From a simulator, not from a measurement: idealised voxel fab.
The process module that follows is named voxel spacer lines.
Pictured: cross-section cut, 225 nm wide, on a grid of 5 nm square cells.
In this document a cross-section is written as a grid of square cells. It is given as a series of bands, listed from the top down, and a band is one or more rows of cells. Band: top and bottom heights (nm) first, top before bottom; then materials from left to right, widths in nm. "full width" marks a sole material filling the band edge to edge. "empty" denotes empty space. Basically, 0 is our baseline, since under it the wafer straight out of the box is all one material. The bottom band has no lower end and keeps on going down, so it looks like "0 down". A two-number width, for instance "30->40", indicates that the width is equal to the first number in the top row of the band and to the second number in the bottom row, and that it changes by a constant amount per row of cells. What does "remained unchanged" mean for a step? It means no cell of the cross-section changed in that step. The list in "Trapped void list" covers empty spaces of 8 cells or more that cannot reach the top through any open way, and it gives each as width x height at distance; the distance is from the left edge, and width, height and distance are in nm. Heads up: the bit after the settings on a step's line is the simulator's remark on that step. Regarding "overlay nm": on a step with a mask, it is the distance the mask lay to the right of its planned place; a negative value places it to the left.
[plan]
1. op RECEIVE | material Si
2. op CONFORMAL_DEP | material Al2O3 | thk nm 10
3. op DIRECTIONAL_DEP | material TiN | thk nm 10
4. op DIRECTIONAL_DEP | material polySi | thk nm 30
5. op PATTERN | tone cover | mask id MANDREL | material resist | width nm 25 | pitch nm 70 | thk nm 40 | overlay nm 0
6. op DIRECTIONAL_ETCH | etch materials polySi | depth nm 30
7. op STRIP | etch materials resist
8. op CONFORMAL_DEP | material SiO2 | thk nm 10
9. op DIRECTIONAL_ETCH | etch materials SiO2 | depth nm 10
10. op STRIP | etch materials polySi
11. op DIRECTIONAL_ETCH | etch materials TiN | depth nm 10
12. op STRIP | etch materials SiO2
[Wafer, first of two, run as planned]
[Cross-section, incoming material, after step 1]
* 0 down: Si full width
* Trapped void list: none
[Step 2 done - wafer cross-section]
* 10 to 0: Al2O3 full width
* below 0: unchanged
[Step 3 done - wafer cross-section]
* 20 to 10: TiN full width
* below 10: unchanged
[Step 4 done - wafer cross-section]
* 50 to 20: polySi full width
* below 20: unchanged
[Step 5 done - wafer cross-section]
* 90 to 50: empty: 30 | resist: 25 | empty: 45 | resist: 25 | empty: 45 | resist: 25 | empty: 30
* below 50: unchanged
[Step 6 done - wafer cross-section]
* 90 to 50: empty: 30 | resist: 25 | empty: 45 | resist: 25 | empty: 45 | resist: 25 | empty: 30
* 50 to 20: empty: 30 | polySi: 25 | empty: 45 | polySi: 25 | empty: 45 | polySi: 25 | empty: 30
* below 20: unchanged
[Step 7 done - wafer cross-section]
* 50 to 20: empty: 30 | polySi: 25 | empty: 45 | polySi: 25 | empty: 45 | polySi: 25 | empty: 30
* below 20: unchanged
[Step 8 done - wafer cross-section]
* 60 to 50: empty: 20 | SiO2: 45 | empty: 25 | SiO2: 45 | empty: 25 | SiO2: 45 | empty: 20
* 50 to 30: empty: 20 | SiO2: 10 | polySi: 25 | SiO2: 10 | empty: 25 | SiO2: 10 | polySi: 25 | SiO2: 10 | empty: 25 | SiO2: 10 | polySi: 25 | SiO2: 10 | empty: 20
* 30 to 20: SiO2: 30 | polySi: 25 | SiO2: 45 | polySi: 25 | SiO2: 45 | polySi: 25 | SiO2: 30
* below 20: unchanged
[Step 9 done - wafer cross-section]
* 50 to 20: empty: 20 | SiO2: 10 | polySi: 25 | SiO2: 10 | empty: 25 | SiO2: 10 | polySi: 25 | SiO2: 10 | empty: 25 | SiO2: 10 | polySi: 25 | SiO2: 10 | empty: 20
* below 20: unchanged
[Step 10 done - wafer cross-section]
* 50 to 20: empty: 20 | SiO2: 10 | empty: 25 | SiO2: 10 | empty: 25 | SiO2: 10 | empty: 25 | SiO2: 10 | empty: 25 | SiO2: 10 | empty: 25 | SiO2: 10 | empty: 20
* below 20: unchanged
[Step 11 done - wafer cross-section]
* 50 to 20: empty: 20 | SiO2: 10 | empty: 25 | SiO2: 10 | empty: 25 | SiO2: 10 | empty: 25 | SiO2: 10 | empty: 25 | SiO2: 10 | empty: 25 | SiO2: 10 | empty: 20
* 20 to 10: empty: 20 | TiN: 10 | empty: 25 | TiN: 10 | empty: 25 | TiN: 10 | empty: 25 | TiN: 10 | empty: 25 | TiN: 10 | empty: 25 | TiN: 10 | empty: 20
* below 10: unchanged
[Step 12 done - wafer cross-section]
* 20 to 10: empty: 20 | TiN: 10 | empty: 25 | TiN: 10 | empty: 25 | TiN: 10 | empty: 25 | TiN: 10 | empty: 25 | TiN: 10 | empty: 25 | TiN: 10 | empty: 20
* below 10: unchanged
[The second wafer began exactly as the first did and followed the same plan, but one mistake was made while running it; through step 4 inclusive, the two wafers are identical]
[Cross-section of the second wafer corresponding to the planned conclusion of step 5]
* 90 to 50: resist: 30 | empty: 25 | resist: 45 | empty: 25 | resist: 45 | empty: 25 | resist: 30
* below 50: unchanged
[Cross-section of the second wafer corresponding to the planned conclusion of step 6]
* 90 to 50: resist: 30 | empty: 25 | resist: 45 | empty: 25 | resist: 45 | empty: 25 | resist: 30
* 50 to 20: polySi: 30 | empty: 25 | polySi: 45 | empty: 25 | polySi: 45 | empty: 25 | polySi: 30
* below 20: unchanged
[Cross-section of the second wafer corresponding to the planned conclusion of step 7]
* 50 to 20: polySi: 30 | empty: 25 | polySi: 45 | empty: 25 | polySi: 45 | empty: 25 | polySi: 30
* below 20: unchanged
[Cross-section of the second wafer corresponding to the planned conclusion of step 8]
* 60 to 50: SiO2: 40 | empty: 5 | SiO2: 65 | empty: 5 | SiO2: 65 | empty: 5 | SiO2: 40
* 50 to 30: polySi: 30 | SiO2: 10 | empty: 5 | SiO2: 10 | polySi: 45 | SiO2: 10 | empty: 5 | SiO2: 10 | polySi: 45 | SiO2: 10 | empty: 5 | SiO2: 10 | polySi: 30
* 30 to 20: polySi: 30 | SiO2: 25 | polySi: 45 | SiO2: 25 | polySi: 45 | SiO2: 25 | polySi: 30
* below 20: unchanged
[Cross-section of the second wafer corresponding to the planned conclusion of step 9]
* 50 to 20: polySi: 30 | SiO2: 10 | empty: 5 | SiO2: 10 | polySi: 45 | SiO2: 10 | empty: 5 | SiO2: 10 | polySi: 45 | SiO2: 10 | empty: 5 | SiO2: 10 | polySi: 30
* below 20: unchanged
[Cross-section of the second wafer corresponding to the planned conclusion of step 10]
* 50 to 20: empty: 30 | SiO2: 10 | empty: 5 | SiO2: 10 | empty: 45 | SiO2: 10 | empty: 5 | SiO2: 10 | empty: 45 | SiO2: 10 | empty: 5 | SiO2: 10 | empty: 30
* below 20: unchanged
[Cross-section of the second wafer corresponding to the planned conclusion of step 11]
* 50 to 20: empty: 30 | SiO2: 10 | empty: 5 | SiO2: 10 | empty: 45 | SiO2: 10 | empty: 5 | SiO2: 10 | empty: 45 | SiO2: 10 | empty: 5 | SiO2: 10 | empty: 30
* 20 to 10: empty: 30 | TiN: 10 | empty: 5 | TiN: 10 | empty: 45 | TiN: 10 | empty: 5 | TiN: 10 | empty: 45 | TiN: 10 | empty: 5 | TiN: 10 | empty: 30
* below 10: unchanged
[Cross-section of the second wafer corresponding to the planned conclusion of step 12]
* 20 to 10: empty: 30 | TiN: 10 | empty: 5 | TiN: 10 | empty: 45 | TiN: 10 | empty: 5 | TiN: 10 | empty: 45 | TiN: 10 | empty: 5 | TiN: 10 | empty: 30
* below 10: unchanged
Misprocessing identified: step 5, actual vs plan mismatch, actual run op PATTERN | tone open | mask id MANDREL | material resist | width nm 25 | pitch nm 70 | thk nm 40 | overlay nm 0
Upon completion, the cell count for each material on the second wafer equals that on the first, whereas the spatial distribution of those cells differs.
